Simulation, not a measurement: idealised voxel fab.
Module name: voxel wiring stack (process module)
FYI the section here is cut, 185 nm wide, cells are 5 nm squares.
A cross-section in this document is a grid of square cells, and it is written down as bands, the top band listed before the ones below it; a band is made up of one or more rows of cells. First you get the band's top height and its bottom height, in nm, and then the materials it's made of, left to right, with each width in nm. If you see a single material with "edge to edge", that one covers the band edge to edge. "air" is empty space. For the purposes of this specification, 0 denotes the height below which the wafer in its as-received condition is composed wholly of one material, and the lowermost band, lacking a lower limit, extends downward without end, as expressed in "0 nm and below". Quick explanation for "30..40": the width changes in equal steps down the rows of cells, from the first number in the band's top row to the second number in its bottom row. Any step labelled "stayed the same" changed none of the cells in the cross-section. Closed empty spaces (no open way to the top) of 8 cells or more are what "Voids, sealed" lists, each as width x height at distance from the left edge, nm for all three. Post-settings text on a step line: simulator's own remark regarding the step. When a step includes a mask, the "overlay nm" setting on its line states how far to the right of its planned place that mask lay, and negative values state how far to the left.
The steps planned for the process are as follows
1: RECEIVE (material Si)
2: CONFORMAL_DEP (material SiO2; thk nm 15)
3: DIRECTIONAL_DEP (material TiN; thk nm 5)
4: DIRECTIONAL_DEP (material W; thk nm 25)
5: DIRECTIONAL_DEP (material aC; thk nm 10)
6: PATTERN (tone cover; mask id METAL_1; material resist; width nm 25; pitch nm 55; thk nm 30; overlay nm 0)
7: DIRECTIONAL_ETCH (etch materials aC; depth nm 10)
8: STRIP (etch materials resist)
9: DIRECTIONAL_ETCH (etch materials W; depth nm 25)
10: DIRECTIONAL_ETCH (etch materials TiN; depth nm 5)
11: STRIP (etch materials aC)
12: CONFORMAL_DEP (material SiN; thk nm 5)
13: FILL_DEP (material lowk; thk nm 5)
14: CMP (height nm 45)
15: CONFORMAL_DEP (material SiCN; thk nm 5)
16: DIRECTIONAL_DEP (material lowk; thk nm 20)
17: DIRECTIONAL_DEP (material aC; thk nm 10)
18: PATTERN (tone open; mask id PLUG_1; material resist; width nm 15; pitch nm 110; thk nm 25; overlay nm 0)
19: DIRECTIONAL_ETCH (etch materials aC; depth nm 10)
20: STRIP (etch materials resist)
21: DIRECTIONAL_ETCH (etch materials lowk; depth nm 20)
22: DIRECTIONAL_ETCH (etch materials SiCN; depth nm 5)
23: STRIP (etch materials aC)
24: CONFORMAL_DEP (material TiN; thk nm 5)
25: FILL_DEP (material W; thk nm 5)
26: CMP (height nm 70)
27: CONFORMAL_DEP (material SiN; thk nm 5)
28: DIRECTIONAL_DEP (material lowk; thk nm 15)
29: MASKED_ETCH (tone open; mask id METAL_2; width nm 25; pitch nm 55; etch materials lowk; depth nm 15; overlay nm 0)
30: MASKED_ETCH (tone open; mask id METAL_2; width nm 25; pitch nm 55; etch materials SiN; depth nm 5; overlay nm 0)
31: CONFORMAL_DEP (material TiN; thk nm 5)
32: FILL_DEP (material Cu; thk nm 10)
33: CMP (height nm 90)
34: EPI (material Ru; thk nm 5)
35: FILL_DEP (material SiCN; thk nm 5)
36: DIRECTIONAL_DEP (material lowk; thk nm 10)
37: PATTERN (tone open; mask id PLUG_2; material resist; width nm 15; pitch nm 55; thk nm 15; overlay nm 0)
38: DIRECTIONAL_ETCH (etch materials lowk; depth nm 10)
39: DIRECTIONAL_ETCH (etch materials SiCN; depth nm 5)
40: STRIP (etch materials resist)
41: CONFORMAL_DEP (material TiN; thk nm 5)
42: FILL_DEP (material W; thk nm 10)
43: CMP (height nm 110)
44: CONFORMAL_DEP (material SiCN; thk nm 5)
45: DIRECTIONAL_DEP (material lowk; thk nm 15)
46: MASKED_ETCH (tone open; mask id METAL_3; width nm 25; pitch nm 55; etch materials lowk; depth nm 15; overlay nm 0)
47: MASKED_ETCH (tone open; mask id METAL_3; width nm 25; pitch nm 55; etch materials SiCN; depth nm 5; overlay nm 0)
48: CONFORMAL_DEP (material TiN; thk nm 5)
49: FILL_DEP (material Ru; thk nm 10)
50: CMP (height nm 130)
51: EPI (material Ru; thk nm 5)
52: FILL_DEP (material SiCN; thk nm 5)
As-received wafer cross-section (after step 1)
    0 nm and below: Si edge to edge
    Voids, sealed: none
Below is the wafer in cross-section after the module was completed. It began from the starting point shown above and followed the plan shown above, except that one mistake was made while running it
    140 nm to 135 nm: SiCN edge to edge
    135 nm to 130 nm: SiCN (20); Ru (35); SiCN (20); Ru (35); SiCN (20); Ru (35); SiCN (20)
    130 nm to 115 nm: lowk (25); TiN (5); Ru (15); TiN (5); lowk (30); TiN (5); Ru (15); TiN (5); lowk (30); TiN (5); Ru (15); TiN (5); lowk (25)
    115 nm to 110 nm: SiCN (25); TiN (25); SiCN (30); TiN (25); SiCN (30); TiN (25); SiCN (25)
    110 nm to 100 nm: lowk (25); TiN (5); W (5); TiN (5); lowk (40); TiN (5); W (5); TiN (5); lowk (40); TiN (5); W (5); TiN (5); lowk (35)
    100 nm to 95 nm: SiCN (25); TiN (15); SiCN (40); TiN (15); SiCN (40); TiN (15); SiCN (35)
    95 nm to 90 nm: SiCN (20); Ru (35); SiCN (20); Ru (35); SiCN (20); Ru (35); SiCN (20)
    90 nm to 75 nm: lowk (25); TiN (5); Cu (15); TiN (5); lowk (30); TiN (5); Cu (15); TiN (5); lowk (30); TiN (5); Cu (15); TiN (5); lowk (25)
    75 nm to 70 nm: SiN (25); TiN (25); SiN (30); TiN (25); SiN (30); TiN (25); SiN (25)
    70 nm to 50 nm: lowk (25); TiN (5); W (5); TiN (5); lowk (95); TiN (5); W (5); TiN (5); lowk (35)
    50 nm to 45 nm: SiCN (25); TiN (15); SiCN (95); TiN (15); SiCN (35)
    45 nm to 35 nm: lowk (20); SiN (5); W (25); SiN (5); lowk (20); SiN (5); W (25); SiN (5); lowk (20); SiN (5); W (25); SiN (5); lowk (20)
    35 nm to 30 nm: SiN (25); TiN (25); SiN (30); TiN (25); SiN (30); TiN (25); SiN (25)
    30 nm to 0 nm: SiO2 edge to edge
    0 nm and below: Si edge to edge
    Voids, sealed: none
Plan not followed: regarding the plan, step 2 was run twice
